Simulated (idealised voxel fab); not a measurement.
process module | voxel ribs on slabs
cross-section cut | 220 nm wide | cells 5 nm
A cross-section is a grid of square cells, given in bands from the top down. A band is one or more rows of cells.
Each band's line starts with the height of the band's top and of its bottom, in nm. Then come its materials from left to right, each with its width in nm. One material with "throughout" fills the band from edge to edge. "air" is empty space.
Height 0 is the level under which the wafer as received is all one material. The lowest band goes on downwards, as in "0 down".
A width such as "30 to 40" changes by the same amount from each row of cells to the next, from the band's top row to its bottom row.
"no change" after a step means that no cell of the cross-section changed.
closed voids: empty space of 8 cells or more with no open way to the top, each as width x height at its distance from the left edge, in nm
after a step's settings: what the simulator itself notes on the step
overlay nm, on a step with a mask: how far to the right of its planned place the mask lay; to the left if negative
plan
1 op RECEIVE | material Si
2 op DIRECTIONAL_DEP | material SiO2 | thk nm 20
3 op DIRECTIONAL_DEP | material SiN | thk nm 15
4 op PATTERN | tone cover | mask id RIB | material resist | width nm 20 | thk nm 15 | overlay nm 0
5 op DIRECTIONAL_ETCH | etch materials SiN | depth nm 10
6 op STRIP | etch materials resist
7 op PATTERN | tone cover | mask id SLAB | material resist | width nm 60 | thk nm 20 | overlay nm 0
8 op DIRECTIONAL_ETCH | etch materials SiN | depth nm 5
9 op STRIP | etch materials resist
10 op FILL_DEP | material SiO2 | thk nm 20
11 op CMP | height nm 45
12 op DIRECTIONAL_DEP | material W | thk nm 5
13 op PATTERN | tone cover | mask id HEATER | material resist | width nm 30 | thk nm 20 | overlay nm 0
14 op DIRECTIONAL_ETCH | etch materials W | depth nm 5
15 op STRIP | etch materials resist
16 op CONFORMAL_DEP | material SiN | thk nm 10
as received, after step 1
  0 down: Si throughout
  closed voids: none
a wafer at the end: this start, this plan, one mistake
  50 to 45: air 95 | W 30 | air 95
  45 to 35: SiO2 throughout
  35 to 25: SiO2 100 | SiN 20 | SiO2 100
  25 to 20: SiO2 80 | SiN 60 | SiO2 80
  20 to 0: SiO2 throughout
  0 down: Si throughout
  closed voids: none
what went wrong: step 16 was left out
